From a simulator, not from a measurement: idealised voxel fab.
Herein follows the process module entitled voxel tone inversion.
230 nm wide, 5 nm square cells: that's cross-section cut.
In what follows, cross-sections appear as grids of square cells, described through bands that run from the top down, where every band is one or more rows of cells. Each band's line starts with the height of the band's top and of its bottom, in nm. Then come its materials from left to right, each with its width in nm. One material with "all across" fills the band from edge to edge. "empty" is empty space. For the purposes of this specification, 0 denotes the height below which the wafer in its as-received condition is composed wholly of one material, and the lowermost band, lacking a lower limit, extends downward without end, as expressed in "0 down". Read "30..40" as a graded width: first number on top, second number at the bottom, same change between each pair of neighbouring rows. A step reported as "no alteration" is a step in which no cell of the cross-section changed. Look at "Closed void table" for the closed voids: empty spaces with no open path to the top, sized 8 cells or up. Each is width x height at distance, distance from the left edge, all nm. Anything after a step's settings on that line? It's the simulator's own note about the step. overlay nm: step with mask; distance mask lay right of planned place; negative value = left of planned place.
### This section lists the process steps that were planned
- 1: RECEIVE, material Si
- 2: CONFORMAL_DEP, material SiN, thk nm 10
- 3: DIRECTIONAL_DEP, material polySi, thk nm 15
- 4: PATTERN, tone cover, mask id POSTS, material resist, width nm 15, pitch nm 30, thk nm 25, overlay nm 0
- 5: DIRECTIONAL_ETCH, etch materials polySi, depth nm 15
- 6: STRIP, etch materials resist
- 7: FILL_DEP, material lowk, thk nm 10
- 8: CMP, height nm 25
- 9: STRIP, etch materials polySi
- 10: CONFORMAL_DEP, material TiN, thk nm 5
- 11: FILL_DEP, material W, thk nm 10
- 12: CMP, height nm 25
- 13: CONFORMAL_DEP, material SiCN, thk nm 5
### First of two wafers, processed according to plan
### Incoming wafer in cross-section (state: after step 1)
    0 down = Si all across
    Closed void table: none
### Upon completion of step 2, the wafer appears in cross-section as shown
    10 to 0 = SiN all across
    Anything lower than 0 is untouched.
### Upon completion of step 3, the wafer appears in cross-section as shown
    25 to 10 = polySi all across
    Anything lower than 10 is untouched.
### Upon completion of step 4, the wafer appears in cross-section as shown
    50 to 25 = 60 nm empty / 15 nm resist / 15 nm empty / 15 nm resist / 15 nm empty / 15 nm resist / 15 nm empty / 15 nm resist / 65 nm empty
    Anything lower than 25 is untouched.
### Upon completion of step 5, the wafer appears in cross-section as shown
    50 to 25 = 60 nm empty / 15 nm resist / 15 nm empty / 15 nm resist / 15 nm empty / 15 nm resist / 15 nm empty / 15 nm resist / 65 nm empty
    25 to 10 = 60 nm empty / 15 nm polySi / 15 nm empty / 15 nm polySi / 15 nm empty / 15 nm polySi / 15 nm empty / 15 nm polySi / 65 nm empty
    Anything lower than 10 is untouched.
### Upon completion of step 6, the wafer appears in cross-section as shown
    25 to 10 = 60 nm empty / 15 nm polySi / 15 nm empty / 15 nm polySi / 15 nm empty / 15 nm polySi / 15 nm empty / 15 nm polySi / 65 nm empty
    Anything lower than 10 is untouched.
### Upon completion of step 7, the wafer appears in cross-section as shown
    35 to 25 = lowk all across
    25 to 10 = 60 nm lowk / 15 nm polySi / 15 nm lowk / 15 nm polySi / 15 nm lowk / 15 nm polySi / 15 nm lowk / 15 nm polySi / 65 nm lowk
    Anything lower than 10 is untouched.
### Upon completion of step 8, the wafer appears in cross-section as shown
    25 to 10 = 60 nm lowk / 15 nm polySi / 15 nm lowk / 15 nm polySi / 15 nm lowk / 15 nm polySi / 15 nm lowk / 15 nm polySi / 65 nm lowk
    Anything lower than 10 is untouched.
### Upon completion of step 9, the wafer appears in cross-section as shown
    25 to 10 = 60 nm lowk / 15 nm empty / 15 nm lowk / 15 nm empty / 15 nm lowk / 15 nm empty / 15 nm lowk / 15 nm empty / 65 nm lowk
    Anything lower than 10 is untouched.
### Upon completion of step 10, the wafer appears in cross-section as shown
    30 to 25 = 65 nm TiN / 5 nm empty / 25 nm TiN / 5 nm empty / 25 nm TiN / 5 nm empty / 25 nm TiN / 5 nm empty / 70 nm TiN
    25 to 15 = 60 nm lowk / 5 nm TiN / 5 nm empty / 5 nm TiN / 15 nm lowk / 5 nm TiN / 5 nm empty / 5 nm TiN / 15 nm lowk / 5 nm TiN / 5 nm empty / 5 nm TiN / 15 nm lowk / 5 nm TiN / 5 nm empty / 5 nm TiN / 65 nm lowk
    15 to 10 = 60 nm lowk / 15 nm TiN / 15 nm lowk / 15 nm TiN / 15 nm lowk / 15 nm TiN / 15 nm lowk / 15 nm TiN / 65 nm lowk
    Anything lower than 10 is untouched.
### Upon completion of step 11, the wafer appears in cross-section as shown
    40 to 30 = W all across
    30 to 25 = 65 nm TiN / 5 nm W / 25 nm TiN / 5 nm W / 25 nm TiN / 5 nm W / 25 nm TiN / 5 nm W / 70 nm TiN
    25 to 15 = 60 nm lowk / 5 nm TiN / 5 nm W / 5 nm TiN / 15 nm lowk / 5 nm TiN / 5 nm W / 5 nm TiN / 15 nm lowk / 5 nm TiN / 5 nm W / 5 nm TiN / 15 nm lowk / 5 nm TiN / 5 nm W / 5 nm TiN / 65 nm lowk
    Anything lower than 15 is untouched.
### Upon completion of step 12, the wafer appears in cross-section as shown
    25 to 15 = 60 nm lowk / 5 nm TiN / 5 nm W / 5 nm TiN / 15 nm lowk / 5 nm TiN / 5 nm W / 5 nm TiN / 15 nm lowk / 5 nm TiN / 5 nm W / 5 nm TiN / 15 nm lowk / 5 nm TiN / 5 nm W / 5 nm TiN / 65 nm lowk
    Anything lower than 15 is untouched.
### Upon completion of step 13, the wafer appears in cross-section as shown
    30 to 25 = SiCN all across
    Anything lower than 25 is untouched.
### For the second wafer, take the first wafer's start and plan, then add one mistake made in running it; everything through step 11, that step included, is shared with the first
At the planned end of step 12, the second wafer in cross-section: no alteration
### At the planned end of step 13, the second wafer in cross-section
    45 to 40 = SiCN all across
    Anything lower than 40 is untouched.
Diagnosis: it should be noted that step 12 of the plan was omitted and was not performed
Final cells, second wafer relative to first, materials higher or lower: +42 TiN | +96 W
